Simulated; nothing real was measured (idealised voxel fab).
This section sets out a process module, namely voxel transistor to metal.
Pictured: cross-section cut, 195 nm wide, on a grid of 5 nm square cells.
Throughout this document, each cross-section is represented as a grid of square cells and is presented as a sequence of bands enumerated from the top downward, where a band comprises one or more rows of cells.
This entry defines a band. It first specifies the height of the band's top and the height of its bottom in nm, and then specifies the band's materials from left to right, stating each material with its width in nm. The word "everywhere" identifies a single material that fills the band from edge to edge, while the word "blank" identifies empty space.
The reference from which all heights are counted is 0, the level beneath which the as-received wafer is entirely one material; the lowest band, having no lower bound, proceeds downward and is written after the example "0 -> down".
So if you see something like "30..40" for the width, read it as the top row of the band sitting at the first number and the bottom row at the second, with every row in between moving by the same amount as the last.
Reading "identical to before" for a step: not a cell of the cross-section changed in it.
"Closed void table" contains a list of empty spaces, each no smaller than 8 cells and without an open way to the top, written in the form width x height at distance with the distance from the left edge and all three in nm.
On each step's line, the part that comes after the settings is the simulator's own comment on the step.
"overlay nm" denotes, for a step that has a mask, the displacement of the mask to the right of its planned place, with negative values corresponding to the left.

[So here's the lineup of process steps we planned]
| 1 | RECEIVE: material Si |
| 2 | OXIDIZE: depth nm 5 |
| 3 | CONFORMAL_DEP: material SiN, thk nm 10 |
| 4 | MASKED_ETCH: tone cover, mask id ACTIVE, width nm 115, etch materials SiN, depth nm 10, overlay nm 0 |
| 5 | MASKED_ETCH: tone cover, mask id ACTIVE, width nm 115, etch materials SiO2, depth nm 5, overlay nm 0 |
| 6 | MASKED_ETCH: tone cover, mask id ACTIVE, width nm 115, etch materials Si, depth nm 30, overlay nm 0 |
| 7 | FILL_DEP: material SiO2, thk nm 15 |
| 8 | CMP: height nm 10 |
| 9 | SELECTIVE_ETCH: etch materials SiO2, depth nm 10 |
| 10 | STRIP: etch materials SiN |
| 11 | SELECTIVE_ETCH: etch materials SiO2, depth nm 5 |
| 12 | OXIDIZE: depth nm 5 |
| 13 | DIRECTIONAL_DEP: material polySi, thk nm 25 |
| 14 | DIRECTIONAL_DEP: material SiCN, thk nm 15 |
| 15 | PATTERN: tone cover, mask id GATE, material resist, width nm 35, thk nm 15, overlay nm 0 |
| 16 | DIRECTIONAL_ETCH: etch materials SiCN, depth nm 25 |
| 17 | DIRECTIONAL_ETCH: etch materials polySi, depth nm 35 |
| 18 | STRIP: etch materials resist |
| 19 | CONFORMAL_DEP: material SiN, thk nm 10 |
| 20 | DIRECTIONAL_ETCH: etch materials SiN, depth nm 10 |
| 21 | DIRECTIONAL_ETCH: etch materials SiO2, depth nm 5 |
| 22 | EPI: material SiGe, thk nm 5 |
| 23 | FILL_DEP: material SiO2, thk nm 5 |
| 24 | CMP: height nm 20 |
| 25 | STRIP: etch materials polySi |
| 26 | SELECTIVE_ETCH: etch materials SiO2, depth nm 5 |
| 27 | CONFORMAL_DEP: material HfO2, thk nm 5 |
| 28 | CONFORMAL_DEP: material TiN, thk nm 5 |
| 29 | FILL_DEP: material W, thk nm 10 |
| 30 | CMP: height nm 15 |
| 31 | DIRECTIONAL_DEP: material SiO2, thk nm 10 |
| 32 | MASKED_ETCH: tone open, mask id CONTACT, width nm 15, pitch nm 80, etch materials SiO2, depth nm 30, overlay nm 0 |
| 33 | CONFORMAL_DEP: material TiN, thk nm 5 |
| 34 | FILL_DEP: material W, thk nm 10 |
| 35 | CMP: height nm 25 |
| 36 | CONFORMAL_DEP: material SiCN, thk nm 5 |
| 37 | DIRECTIONAL_DEP: material SiO2, thk nm 15 |
| 38 | MASKED_ETCH: tone open, mask id METAL_1, width nm 15, pitch nm 80, etch materials SiO2, depth nm 15, overlay nm 0 |
| 39 | MASKED_ETCH: tone open, mask id METAL_1, width nm 15, pitch nm 80, etch materials SiCN, depth nm 5, overlay nm 0 |
| 40 | CONFORMAL_DEP: material TiN, thk nm 5 |
| 41 | FILL_DEP: material W, thk nm 10 |
| 42 | CMP: height nm 45 |
| 43 | CONFORMAL_DEP: material SiCN, thk nm 5 |
| 44 | DIRECTIONAL_DEP: material SiO2, thk nm 35 |
| 45 | MASKED_ETCH: tone open, mask id METAL_2, width nm 15, pitch nm 80, etch materials SiO2, depth nm 20, overlay nm 0 |
| 46 | DIRECTIONAL_DEP: material aC, thk nm 15 |
| 47 | PATTERN: tone open, mask id METAL_2_HOLES, material resist, width nm 15, pitch nm 80, thk nm 30, overlay nm 0 |
| 48 | DIRECTIONAL_ETCH: etch materials aC, depth nm 15 |
| 49 | STRIP: etch materials resist |
| 50 | DIRECTIONAL_ETCH: etch materials SiO2, depth nm 15 |
| 51 | DIRECTIONAL_ETCH: etch materials SiCN, depth nm 5 |
| 52 | STRIP: etch materials aC |
| 53 | CONFORMAL_DEP: material TiN, thk nm 5 |
| 54 | FILL_DEP: material Ru, thk nm 10 |
| 55 | CMP: height nm 85 |
| 56 | CONFORMAL_DEP: material SiN, thk nm 5 |

[Cross-section: wafer on arrival = after step 1]
	0 -> down  Si everywhere
	Closed void table: none

[Cross-section, first of two wafers, end of module, run as planned]
	90 -> 85  SiN everywhere
	85 -> 50  50 SiO2; 5 TiN; 5 Ru; 5 TiN; 65 SiO2; 5 TiN; 5 Ru; 5 TiN; 50 SiO2
	50 -> 45  50 SiCN; 15 TiN; 65 SiCN; 15 TiN; 50 SiCN
	45 -> 30  50 SiO2; 5 TiN; 5 W; 5 TiN; 65 SiO2; 5 TiN; 5 W; 5 TiN; 50 SiO2
	30 -> 25  50 SiCN; 15 TiN; 65 SiCN; 15 TiN; 50 SiCN
	25 -> 15  50 SiO2; 5 TiN; 5 W; 5 TiN; 65 SiO2; 5 TiN; 5 W; 5 TiN; 50 SiO2
	15 -> 0  50 SiO2; 5 TiN; 5 W; 5 TiN; 5 SiO2; 10 SiN; 5 HfO2; 5 TiN; 15 W; 5 TiN; 5 HfO2; 10 SiN; 5 SiO2; 5 TiN; 5 W; 5 TiN; 50 SiO2
	0 -> -5  50 SiO2; 15 TiN; 5 SiO2; 10 SiN; 5 HfO2; 25 TiN; 5 HfO2; 10 SiN; 5 SiO2; 15 TiN; 50 SiO2
	-5 -> -10  35 SiO2; 35 SiGe; 5 SiO2; 45 HfO2; 5 SiO2; 35 SiGe; 35 SiO2
	-10 -> -35  40 SiO2; 115 Si; 40 SiO2
	-35 -> down  Si everywhere
	Closed void table: none

[The second wafer, shown in cross-section after the module: started the same way as the first and given the same plan, yet one mistake crept into how it was run]
	90 -> 85  SiN everywhere
	85 -> 50  50 SiO2; 5 TiN; 5 Ru; 5 TiN; 65 SiO2; 5 TiN; 5 Ru; 5 TiN; 50 SiO2
	50 -> 45  50 SiCN; 15 TiN; 65 SiCN; 15 TiN; 50 SiCN
	45 -> 30  50 SiO2; 5 TiN; 5 W; 5 TiN; 65 SiO2; 5 TiN; 5 W; 5 TiN; 50 SiO2
	30 -> 25  50 SiCN; 15 TiN; 65 SiCN; 15 TiN; 50 SiCN
	25 -> 20  50 SiO2; 5 TiN; 5 W; 5 TiN; 65 SiO2; 5 TiN; 5 W; 5 TiN; 50 SiO2
	20 -> 15  50 SiO2; 15 TiN; 65 SiO2; 15 TiN; 50 SiO2
	15 -> 10  65 TiN; 20 HfO2; 5 TiN; 15 W; 5 TiN; 20 HfO2; 65 TiN
	10 -> 5  70 HfO2; 10 SiN; 5 HfO2; 5 TiN; 15 W; 5 TiN; 5 HfO2; 10 SiN; 70 HfO2
	5 -> 0  70 SiO2; 10 SiN; 5 HfO2; 5 TiN; 15 W; 5 TiN; 5 HfO2; 10 SiN; 70 SiO2
	0 -> -5  70 SiO2; 10 SiN; 5 HfO2; 25 TiN; 5 HfO2; 10 SiN; 70 SiO2
	-5 -> -10  35 SiO2; 35 SiGe; 5 SiO2; 45 HfO2; 5 SiO2; 35 SiGe; 35 SiO2
	-10 -> -35  40 SiO2; 115 Si; 40 SiO2
	-35 -> down  Si everywhere
	Closed void table: none
Plan not followed: step 24 was not run as planned; what actually ran was CMP: height nm 10
The final cell counts differ between the wafers, with the second having more or fewer of some materials than the first: +34 HfO2, -4 SiN, -32 SiO2, +10 TiN, -8 W
